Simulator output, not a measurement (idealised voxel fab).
The document below concerns the process module designated voxel double patterning.
Cross-section cut spans 160 nm and uses square cells 5 nm in size.
Throughout this document, each cross-section is represented as a grid of square cells and is presented as a sequence of bands enumerated from the top downward, where a band comprises one or more rows of cells.
Heads up on the band format: heights come first, top then bottom, in nm. After that it's the materials left to right, each with its width in nm. A single material flagged "full width" fills the whole band edge to edge, and "empty" means there's empty space there.
Ref level 0: as-received wafer is one material below here. Bottom band extends down with no lower bound ("top 0, no bottom").
Width "30 to 40": first value at the band's top row of cells, second value at its bottom row, equal change from row to row.
Any step labelled "no change occurred" changed none of the cells in the cross-section.
Closed cavity list: empty space of 8 cells or more with no open way to the top, each as width x height at its distance from the left edge, in nm
Step line, after settings: the simulator's comment on this step.
Steps that use a mask can have "overlay nm" on their line. It says how far the mask sat to the right of where it was meant to be. Negative means to the left.
## Planned process steps
step 1: RECEIVE,material Si
step 2: CONFORMAL_DEP,material SiO2,thk nm 10
step 3: DIRECTIONAL_DEP,material W,thk nm 10
step 4: DIRECTIONAL_DEP,material SiN,thk nm 5
step 5: DIRECTIONAL_DEP,material aC,thk nm 15
step 6: PATTERN,tone open,mask id FIRST,material resist,width nm 15,pitch nm 50,thk nm 35,overlay nm 0
step 7: DIRECTIONAL_ETCH,etch materials aC,depth nm 15
step 8: STRIP,etch materials resist
step 9: DIRECTIONAL_ETCH,etch materials SiN,depth nm 5
step 10: STRIP,etch materials aC
step 11: DIRECTIONAL_DEP,material aC,thk nm 10
step 12: PATTERN,tone open,mask id SECOND,material resist,width nm 15,thk nm 30,overlay nm 0
step 13: DIRECTIONAL_ETCH,etch materials aC,depth nm 10
step 14: STRIP,etch materials resist
step 15: DIRECTIONAL_ETCH,etch materials SiN,depth nm 5
step 16: STRIP,etch materials aC
step 17: DIRECTIONAL_ETCH,etch materials W,depth nm 10
step 18: STRIP,etch materials SiN
## Here's what the wafer looked like in cross-section when it arrived - that's after step 1
- top 0, no bottom = Si full width
- Closed cavity list: none
## a wafer at the end: this start, this plan, one mistake
- top 20, bottom 10 = 45 W  15 empty  10 W  15 empty  10 W  15 empty  50 W
- top 10, bottom 0 = aC full width
- top 0, no bottom = Si full width
- Closed cavity list: none
Processing error: note that step 2 departed from the planned setting and was carried out as CONFORMAL_DEP,material aC,thk nm 10
